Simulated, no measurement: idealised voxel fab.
A process module follows: voxel air gaps.
Xsec cut, 240 nm wide, square cell size 5 nm.
A cross-section in this document is a grid of square cells, and it is written down as bands, the top band listed before the ones below it; a band is made up of one or more rows of cells. Each band's line starts with the height of the band's top and of its bottom, in nm. Then come its materials from left to right, each with its width in nm. One material with "throughout" fills the band from edge to edge. "empty" is empty space. Heads up on the height convention: 0 is the point under which the incoming wafer is all one material, and the lowest band has no bottom, it just keeps going down, like "0 and below". Top row gets the first number, bottom row gets the second, and each row in between changes by the same step: that is how a band width like "30->40" works. The designation "no alteration", where it is given for a processing step, indicates that no cell of the cross-section was altered in the course of that step. The list in "Cavities, sealed" covers empty spaces of 8 cells or more that cannot reach the top through any open way, and it gives each as width x height at distance; the distance is from the left edge, and width, height and distance are in nm. after a step's settings: what the simulator itself notes on the step. Steps that use a mask can have "overlay nm" on their line. It says how far the mask sat to the right of where it was meant to be. Negative means to the left.
[This section lists the process steps that were planned]
step 1: RECEIVE, material Si
step 2: CONFORMAL_DEP, material SiO2, thk nm 15
step 3: CONFORMAL_DEP, material SiCN, thk nm 5
step 4: DIRECTIONAL_DEP, material SiO2, thk nm 40
step 5: DIRECTIONAL_DEP, material aC, thk nm 10
step 6: PATTERN, tone open, mask id LINES, material resist, width nm 25, pitch nm 50, thk nm 30, overlay nm 0
step 7: DIRECTIONAL_ETCH, etch materials aC, depth nm 10
step 8: STRIP, etch materials resist
step 9: DIRECTIONAL_ETCH, etch materials SiO2, depth nm 40
step 10: STRIP, etch materials aC
step 11: CONFORMAL_DEP, material TiN, thk nm 5
step 12: FILL_DEP, material Ru, thk nm 5
step 13: CMP, height nm 60
step 14: EPI, material Ru, thk nm 10
step 15: SELECTIVE_ETCH, etch materials SiO2, depth nm 50
step 16: CONFORMAL_DEP, material SiCN, thk nm 5
[Step 1 complete: cross-section of the wafer as received]
* 0 and below  Si throughout
* Cavities, sealed: none
[The following cross-section depicts the wafer upon conclusion of the module. Processing commenced from the starting condition illustrated above and adhered to the plan illustrated above, save for one mistake in execution]
* 75 down to 70  empty 45 nm, then SiCN 45 nm, then empty 5 nm, then SiCN 45 nm, then empty 5 nm, then SiCN 45 nm, then empty 50 nm
* 70 down to 60  empty 45 nm, then SiCN 5 nm, then Ru 35 nm, then SiCN 5 nm, then empty 5 nm, then SiCN 5 nm, then Ru 35 nm, then SiCN 5 nm, then empty 5 nm, then SiCN 5 nm, then Ru 35 nm, then SiCN 5 nm, then empty 50 nm
* 60 down to 55  empty 45 nm, then SiCN 15 nm, then TiN 5 nm, then Ru 5 nm, then TiN 5 nm, then SiCN 15 nm, then empty 5 nm, then SiCN 15 nm, then TiN 5 nm, then Ru 5 nm, then TiN 5 nm, then SiCN 15 nm, then empty 5 nm, then SiCN 15 nm, then TiN 5 nm, then Ru 5 nm, then TiN 5 nm, then SiCN 15 nm, then empty 50 nm
* 55 down to 25  empty 55 nm, then SiCN 5 nm, then TiN 5 nm, then Ru 5 nm, then TiN 5 nm, then SiCN 5 nm, then empty 25 nm, then SiCN 5 nm, then TiN 5 nm, then Ru 5 nm, then TiN 5 nm, then SiCN 5 nm, then empty 25 nm, then SiCN 5 nm, then TiN 5 nm, then Ru 5 nm, then TiN 5 nm, then SiCN 5 nm, then empty 60 nm
* 25 down to 20  SiCN 60 nm, then TiN 15 nm, then SiCN 35 nm, then TiN 15 nm, then SiCN 35 nm, then TiN 15 nm, then SiCN 65 nm
* 20 down to 15  SiCN throughout
* 15 down to 0  SiO2 throughout
* 0 and below  Si throughout
* Cavities, sealed: none
So what did we get wrong on this run? planned and actual differ for step 6; actual: PATTERN, tone open, mask id LINES, material resist, width nm 15, pitch nm 50, thk nm 30, overlay nm 0
